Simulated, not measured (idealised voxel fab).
The document below concerns the process module designated voxel transistor to metal.
FYI the section here is cut, 165 nm wide, cells are 5 nm squares.
In this document a cross-section is written as a grid of square cells. It is given as a series of bands, listed from the top down, and a band is one or more rows of cells.
Top height, bottom height, nm. Materials left to right, width each, nm. Single material + "everywhere" = fills band edge to edge. "air" = empty.
Heights are reckoned from 0. Under this level, the received wafer is all of one material. The bottommost band is open-ended downward, for example "0 nm and below".
Top row gets the first number, bottom row gets the second, and each row in between changes by the same step: that is how a band width like "30..40" works.
The cross-section has no changed cell in any step marked "nothing changed".
Empty spaces without an open route to the top, at least 8 cells in extent, make up the entry "Closed internal cavities"; each is given as width x height at distance, where the distance is measured from the left edge, and all are in nm.
Where a step's line continues beyond its settings, the continuation is a remark by the simulator itself on that step.
"overlay nm", when on a step's line for a step with a mask, measures how far to the right of its planned place the mask lay; a negative measure means to the left.
Before/after cross-section pairs, one process step each; after shown to lowest changed band; step and settings beneath. Pairs may be from different runs of this module on the same starting wafer; a pair continues from the one above only where its "Pre-step snapshot" entry says so.

**Pre-step snapshot**
> 50 nm to 35 nm = W (35), air (15), W (60), air (15), W (40)
> 35 nm to 30 nm = TiN (35), air (15), TiN (60), air (15), TiN (40)
> 30 nm to 20 nm = SiO2 (35), TiN (5), Ru (5), TiN (5), SiO2 (60), TiN (5), Ru (5), TiN (5), SiO2 (40)
> 20 nm to 5 nm = SiO2 (35), TiN (5), Ru (5), TiN (5), SiN (10), HfO2 (5), TiN (5), W (20), TiN (5), HfO2 (5), SiN (10), TiN (5), Ru (5), TiN (5), SiO2 (40)
> 5 nm to 0 nm = SiO2 (35), TiN (15), SiN (10), HfO2 (5), TiN (5), W (20), TiN (5), HfO2 (5), SiN (10), TiN (15), SiO2 (40)
> 0 nm to -5 nm = SiO2 (25), SiN (10), pSi (15), SiN (10), HfO2 (5), TiN (30), HfO2 (5), SiN (10), pSi (15), SiN (10), SiO2 (30)
> -5 nm to -10 nm = SiO2 (35), pSi (15), SiO2 (10), HfO2 (40), SiO2 (10), pSi (15), SiO2 (40)
> -10 nm to -15 nm = SiO2 (30), Si (5), pSi (15), Si (60), pSi (15), Si (5), SiO2 (35)
> -15 nm to -35 nm = SiO2 (30), Si (100), SiO2 (35)
> -35 nm and below = Si everywhere
> Closed internal cavities: none

**Step Result**
> 55 nm to 50 nm = lowk everywhere
> 50 nm to 35 nm = W (35), lowk (15), W (60), lowk (15), W (40)
> 35 nm to 30 nm = TiN (35), lowk (15), TiN (60), lowk (15), TiN (40)
> Lower than 30, everything is as it was.
> Closed internal cavities: none
Q: step between the cross-sections above? A: FILL_DEP: material lowk, thk nm 5

Pre-step snapshot: per the after cross-section of the pair just above.

**Step Result**
> 50 nm to 35 nm = W (35), lowk (15), W (60), lowk (15), W (40)
> Lower than 35, everything is as it was.
> Closed internal cavities: none
Q: step between the cross-sections above? A: CMP: height nm 50

Pre-step snapshot: per the after cross-section of the pair just above.

**Step Result**
> 55 nm to 50 nm = SiCN everywhere
> Lower than 50, everything is as it was.
> Closed internal cavities: none
Q: step between the cross-sections above? A: CONFORMAL_DEP: material SiCN, thk nm 5
